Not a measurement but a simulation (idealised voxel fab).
Process module in this document: voxel wiring stack
Square cell edge 5 nm, section width 200 nm, ID cut.
Cross-section layout: square cells on a grid; listed as bands, top to bottom; a band spans one or more cell rows.
It is stipulated that each band's entry specify, in nanometres, the height of the top of the band and then that of its bottom, followed by the materials of the band in left-to-right sequence, each together with its width in nanometres. A single material marked by the word "throughout" is understood to fill the band from edge to edge; the word "air" is understood to denote empty space.
The reference from which all heights are counted is 0, the level beneath which the as-received wafer is entirely one material; the lowest band, having no lower bound, proceeds downward and is written after the example "0 and below".
The width entry "30->40" should be interpreted row by row: the top row of cells in the band takes the first number, the bottom row takes the second number, and the change between adjacent rows is uniform throughout.
The designation "no modifications", where it is given for a processing step, indicates that no cell of the cross-section was altered in the course of that step.
Enclosed voids (no open way to top), threshold 8 cells or more, entry "Closed void table", notation width x height at distance, distance from left edge, nm.
It should be noted that, on the line of a given step, the content following the step's settings is a remark produced by the simulator itself with respect to that step.
You can add "overlay nm" to a step's line. For a step with a mask, it describes how far the mask lay to the right of its planned position, and a negative number describes a lay to the left.

### Set out below are the planned steps of the process
- 1: RECEIVE with material Si
- 2: CONFORMAL_DEP with material SiO2, thk nm 10
- 3: CONFORMAL_DEP with material SiN, thk nm 5
- 4: DIRECTIONAL_DEP with material SiO2, thk nm 25
- 5: MASKED_ETCH with tone open, mask id METAL_1, width nm 25, pitch nm 55, etch materials SiO2, depth nm 25, overlay nm 0
- 6: MASKED_ETCH with tone open, mask id METAL_1, width nm 25, pitch nm 55, etch materials SiN, depth nm 5, overlay nm 0
- 7: CONFORMAL_DEP with material TiN, thk nm 5
- 8: FILL_DEP with material W, thk nm 5
- 9: CMP with height nm 40
- 10: EPI with material Ru, thk nm 5
- 11: FILL_DEP with material SiCN, thk nm 5
- 12: DIRECTIONAL_DEP with material lowk, thk nm 25
- 13: PATTERN with tone open, mask id METAL_2, material resist, width nm 25, pitch nm 55, thk nm 15, overlay nm 0
- 14: DIRECTIONAL_ETCH with etch materials lowk, depth nm 15
- 15: STRIP with etch materials resist
- 16: MASKED_ETCH with tone open, mask id METAL_2_HOLES, width nm 15, pitch nm 55, etch materials lowk, depth nm 10, overlay nm 0
- 17: MASKED_ETCH with tone open, mask id METAL_2_HOLES, width nm 15, pitch nm 55, etch materials SiCN, depth nm 5, overlay nm 0
- 18: CONFORMAL_DEP with material TiN, thk nm 5
- 19: FILL_DEP with material Cu, thk nm 5
- 20: CMP with height nm 75
- 21: CONFORMAL_DEP with material SiN, thk nm 5

### First of two wafers: run as planned

### Delivered wafer in cross-section: state after step 1
> 0 and below  Si throughout
> Closed void table: none

### The wafer in cross-section once step 2 is complete
> 10 down to 0  SiO2 throughout
> Heights below 0 show no change.

### The wafer in cross-section once step 3 is complete
> 15 down to 10  SiN throughout
> Heights below 10 show no change.

### The wafer in cross-section once step 4 is complete
> 40 down to 15  SiO2 throughout
> Heights below 15 show no change.

### The wafer in cross-section once step 5 is complete
> 40 down to 15  SiO2 60 nm, then air 25 nm, then SiO2 30 nm, then air 25 nm, then SiO2 60 nm
> Heights below 15 show no change.

### The wafer in cross-section once step 6 is complete
> 40 down to 15  SiO2 60 nm, then air 25 nm, then SiO2 30 nm, then air 25 nm, then SiO2 60 nm
> 15 down to 10  SiN 60 nm, then air 25 nm, then SiN 30 nm, then air 25 nm, then SiN 60 nm
> Heights below 10 show no change.

### The wafer in cross-section once step 7 is complete
> 45 down to 40  TiN 65 nm, then air 15 nm, then TiN 40 nm, then air 15 nm, then TiN 65 nm
> 40 down to 15  SiO2 60 nm, then TiN 5 nm, then air 15 nm, then TiN 5 nm, then SiO2 30 nm, then TiN 5 nm, then air 15 nm, then TiN 5 nm, then SiO2 60 nm
> 15 down to 10  SiN 60 nm, then TiN 25 nm, then SiN 30 nm, then TiN 25 nm, then SiN 60 nm
> Heights below 10 show no change.

### The wafer in cross-section once step 8 is complete
> 50 down to 45  W throughout
> 45 down to 40  TiN 65 nm, then W 15 nm, then TiN 40 nm, then W 15 nm, then TiN 65 nm
> 40 down to 15  SiO2 60 nm, then TiN 5 nm, then W 15 nm, then TiN 5 nm, then SiO2 30 nm, then TiN 5 nm, then W 15 nm, then TiN 5 nm, then SiO2 60 nm
> Heights below 15 show no change.

### The wafer in cross-section once step 9 is complete
> 40 down to 15  SiO2 60 nm, then TiN 5 nm, then W 15 nm, then TiN 5 nm, then SiO2 30 nm, then TiN 5 nm, then W 15 nm, then TiN 5 nm, then SiO2 60 nm
> Heights below 15 show no change.

### The wafer in cross-section once step 10 is complete
> 45 down to 40  air 55 nm, then Ru 35 nm, then air 20 nm, then Ru 35 nm, then air 55 nm
> Heights below 40 show no change.

### The wafer in cross-section once step 11 is complete
> 50 down to 45  SiCN throughout
> 45 down to 40  SiCN 55 nm, then Ru 35 nm, then SiCN 20 nm, then Ru 35 nm, then SiCN 55 nm
> Heights below 40 show no change.

### The wafer in cross-section once step 12 is complete
> 75 down to 50  lowk throughout
> Heights below 50 show no change.

### The wafer in cross-section once step 13 is complete
> 90 down to 75  resist 60 nm, then air 25 nm, then resist 30 nm, then air 25 nm, then resist 60 nm
> Heights below 75 show no change.

### The wafer in cross-section once step 14 is complete
> 90 down to 75  resist 60 nm, then air 25 nm, then resist 30 nm, then air 25 nm, then resist 60 nm
> 75 down to 60  lowk 60 nm, then air 25 nm, then lowk 30 nm, then air 25 nm, then lowk 60 nm
> Heights below 60 show no change.

### The wafer in cross-section once step 15 is complete
> 75 down to 60  lowk 60 nm, then air 25 nm, then lowk 30 nm, then air 25 nm, then lowk 60 nm
> Heights below 60 show no change.

### The wafer in cross-section once step 16 is complete
> 75 down to 60  lowk 60 nm, then air 25 nm, then lowk 30 nm, then air 25 nm, then lowk 60 nm
> 60 down to 50  lowk 60 nm, then air 15 nm, then lowk 40 nm, then air 15 nm, then lowk 70 nm
> Heights below 50 show no change.

### The wafer in cross-section once step 17 is complete
> 75 down to 60  lowk 60 nm, then air 25 nm, then lowk 30 nm, then air 25 nm, then lowk 60 nm
> 60 down to 50  lowk 60 nm, then air 15 nm, then lowk 40 nm, then air 15 nm, then lowk 70 nm
> 50 down to 45  SiCN 60 nm, then air 15 nm, then SiCN 40 nm, then air 15 nm, then SiCN 70 nm
> Heights below 45 show no change.

### The wafer in cross-section once step 18 is complete
> 80 down to 75  TiN 65 nm, then air 15 nm, then TiN 40 nm, then air 15 nm, then TiN 65 nm
> 75 down to 65  lowk 60 nm, then TiN 5 nm, then air 15 nm, then TiN 5 nm, then lowk 30 nm, then TiN 5 nm, then air 15 nm, then TiN 5 nm, then lowk 60 nm
> 65 down to 60  lowk 60 nm, then TiN 5 nm, then air 5 nm, then TiN 15 nm, then lowk 30 nm, then TiN 5 nm, then air 5 nm, then TiN 15 nm, then lowk 60 nm
> 60 down to 50  lowk 60 nm, then TiN 5 nm, then air 5 nm, then TiN 5 nm, then lowk 40 nm, then TiN 5 nm, then air 5 nm, then TiN 5 nm, then lowk 70 nm
> 50 down to 45  SiCN 60 nm, then TiN 15 nm, then SiCN 40 nm, then TiN 15 nm, then SiCN 70 nm
> Heights below 45 show no change.

### The wafer in cross-section once step 19 is complete
> 85 down to 80  Cu throughout
> 80 down to 75  TiN 65 nm, then Cu 15 nm, then TiN 40 nm, then Cu 15 nm, then TiN 65 nm
> 75 down to 65  lowk 60 nm, then TiN 5 nm, then Cu 15 nm, then TiN 5 nm, then lowk 30 nm, then TiN 5 nm, then Cu 15 nm, then TiN 5 nm, then lowk 60 nm
> 65 down to 60  lowk 60 nm, then TiN 5 nm, then Cu 5 nm, then TiN 15 nm, then lowk 30 nm, then TiN 5 nm, then Cu 5 nm, then TiN 15 nm, then lowk 60 nm
> 60 down to 50  lowk 60 nm, then TiN 5 nm, then Cu 5 nm, then TiN 5 nm, then lowk 40 nm, then TiN 5 nm, then Cu 5 nm, then TiN 5 nm, then lowk 70 nm
> Heights below 50 show no change.

### The wafer in cross-section once step 20 is complete
> 75 down to 65  lowk 60 nm, then TiN 5 nm, then Cu 15 nm, then TiN 5 nm, then lowk 30 nm, then TiN 5 nm, then Cu 15 nm, then TiN 5 nm, then lowk 60 nm
> Heights below 65 show no change.

### The wafer in cross-section once step 21 is complete
> 80 down to 75  SiN throughout
> Heights below 75 show no change.

### Wafer two of two - same starting point, same process plan, one mistake in execution; matches wafer one up to and including step 2

### Cross-section: second wafer, time at which step 3 was scheduled to end
> 25 down to 10  SiN throughout
> Heights below 10 show no change.

### Cross-section: second wafer, time at which step 4 was scheduled to end
> 50 down to 25  SiO2 throughout
> Heights below 25 show no change.

### Cross-section: second wafer, time at which step 5 was scheduled to end
> 50 down to 25  SiO2 60 nm, then air 25 nm, then SiO2 30 nm, then air 25 nm, then SiO2 60 nm
> Heights below 25 show no change.

### Cross-section: second wafer, time at which step 6 was scheduled to end
> 50 down to 25  SiO2 60 nm, then air 25 nm, then SiO2 30 nm, then air 25 nm, then SiO2 60 nm
> 25 down to 20  SiN 60 nm, then air 25 nm, then SiN 30 nm, then air 25 nm, then SiN 60 nm
> Heights below 20 show no change.

### Cross-section: second wafer, time at which step 7 was scheduled to end
> 55 down to 50  TiN 65 nm, then air 15 nm, then TiN 40 nm, then air 15 nm, then TiN 65 nm
> 50 down to 25  SiO2 60 nm, then TiN 5 nm, then air 15 nm, then TiN 5 nm, then SiO2 30 nm, then TiN 5 nm, then air 15 nm, then TiN 5 nm, then SiO2 60 nm
> 25 down to 20  SiN 60 nm, then TiN 25 nm, then SiN 30 nm, then TiN 25 nm, then SiN 60 nm
> Heights below 20 show no change.

### Cross-section: second wafer, time at which step 8 was scheduled to end
> 60 down to 55  W throughout
> 55 down to 50  TiN 65 nm, then W 15 nm, then TiN 40 nm, then W 15 nm, then TiN 65 nm
> 50 down to 25  SiO2 60 nm, then TiN 5 nm, then W 15 nm, then TiN 5 nm, then SiO2 30 nm, then TiN 5 nm, then W 15 nm, then TiN 5 nm, then SiO2 60 nm
> Heights below 25 show no change.

### Cross-section: second wafer, time at which step 9 was scheduled to end
> 40 down to 25  SiO2 60 nm, then TiN 5 nm, then W 15 nm, then TiN 5 nm, then SiO2 30 nm, then TiN 5 nm, then W 15 nm, then TiN 5 nm, then SiO2 60 nm
> Heights below 25 show no change.

### Cross-section: second wafer, time at which step 10 was scheduled to end
> 45 down to 40  air 55 nm, then Ru 35 nm, then air 20 nm, then Ru 35 nm, then air 55 nm
> Heights below 40 show no change.

### Cross-section: second wafer, time at which step 11 was scheduled to end
> 50 down to 45  SiCN throughout
> 45 down to 40  SiCN 55 nm, then Ru 35 nm, then SiCN 20 nm, then Ru 35 nm, then SiCN 55 nm
> Heights below 40 show no change.

### Cross-section: second wafer, time at which step 12 was scheduled to end
> 75 down to 50  lowk throughout
> Heights below 50 show no change.

### Cross-section: second wafer, time at which step 13 was scheduled to end
> 90 down to 75  resist 60 nm, then air 25 nm, then resist 30 nm, then air 25 nm, then resist 60 nm
> Heights below 75 show no change.

### Cross-section: second wafer, time at which step 14 was scheduled to end
> 90 down to 75  resist 60 nm, then air 25 nm, then resist 30 nm, then air 25 nm, then resist 60 nm
> 75 down to 60  lowk 60 nm, then air 25 nm, then lowk 30 nm, then air 25 nm, then lowk 60 nm
> Heights below 60 show no change.

### Cross-section: second wafer, time at which step 15 was scheduled to end
> 75 down to 60  lowk 60 nm, then air 25 nm, then lowk 30 nm, then air 25 nm, then lowk 60 nm
> Heights below 60 show no change.

### Cross-section: second wafer, time at which step 16 was scheduled to end
> 75 down to 60  lowk 60 nm, then air 25 nm, then lowk 30 nm, then air 25 nm, then lowk 60 nm
> 60 down to 50  lowk 60 nm, then air 15 nm, then lowk 40 nm, then air 15 nm, then lowk 70 nm
> Heights below 50 show no change.

### Cross-section: second wafer, time at which step 17 was scheduled to end
> 75 down to 60  lowk 60 nm, then air 25 nm, then lowk 30 nm, then air 25 nm, then lowk 60 nm
> 60 down to 50  lowk 60 nm, then air 15 nm, then lowk 40 nm, then air 15 nm, then lowk 70 nm
> 50 down to 45  SiCN 60 nm, then air 15 nm, then SiCN 40 nm, then air 15 nm, then SiCN 70 nm
> Heights below 45 show no change.

### Cross-section: second wafer, time at which step 18 was scheduled to end
> 80 down to 75  TiN 65 nm, then air 15 nm, then TiN 40 nm, then air 15 nm, then TiN 65 nm
> 75 down to 65  lowk 60 nm, then TiN 5 nm, then air 15 nm, then TiN 5 nm, then lowk 30 nm, then TiN 5 nm, then air 15 nm, then TiN 5 nm, then lowk 60 nm
> 65 down to 60  lowk 60 nm, then TiN 5 nm, then air 5 nm, then TiN 15 nm, then lowk 30 nm, then TiN 5 nm, then air 5 nm, then TiN 15 nm, then lowk 60 nm
> 60 down to 50  lowk 60 nm, then TiN 5 nm, then air 5 nm, then TiN 5 nm, then lowk 40 nm, then TiN 5 nm, then air 5 nm, then TiN 5 nm, then lowk 70 nm
> 50 down to 45  SiCN 60 nm, then TiN 15 nm, then SiCN 40 nm, then TiN 15 nm, then SiCN 70 nm
> Heights below 45 show no change.

### Cross-section: second wafer, time at which step 19 was scheduled to end
> 85 down to 80  Cu throughout
> 80 down to 75  TiN 65 nm, then Cu 15 nm, then TiN 40 nm, then Cu 15 nm, then TiN 65 nm
> 75 down to 65  lowk 60 nm, then TiN 5 nm, then Cu 15 nm, then TiN 5 nm, then lowk 30 nm, then TiN 5 nm, then Cu 15 nm, then TiN 5 nm, then lowk 60 nm
> 65 down to 60  lowk 60 nm, then TiN 5 nm, then Cu 5 nm, then TiN 15 nm, then lowk 30 nm, then TiN 5 nm, then Cu 5 nm, then TiN 15 nm, then lowk 60 nm
> 60 down to 50  lowk 60 nm, then TiN 5 nm, then Cu 5 nm, then TiN 5 nm, then lowk 40 nm, then TiN 5 nm, then Cu 5 nm, then TiN 5 nm, then lowk 70 nm
> Heights below 50 show no change.

### Cross-section: second wafer, time at which step 20 was scheduled to end
> 75 down to 65  lowk 60 nm, then TiN 5 nm, then Cu 15 nm, then TiN 5 nm, then lowk 30 nm, then TiN 5 nm, then Cu 15 nm, then TiN 5 nm, then lowk 60 nm
> Heights below 65 show no change.

### Cross-section: second wafer, time at which step 21 was scheduled to end
> 80 down to 75  SiN throughout
> Heights below 75 show no change.
Deviation from plan: step 3 ran with different settings than intended, the actual operation and settings being CONFORMAL_DEP with material SiN, thk nm 15
Final difference in cells, second wafer against first, listed per material as more or fewer: +80 SiN; -60 SiO2; -8 TiN; -12 W
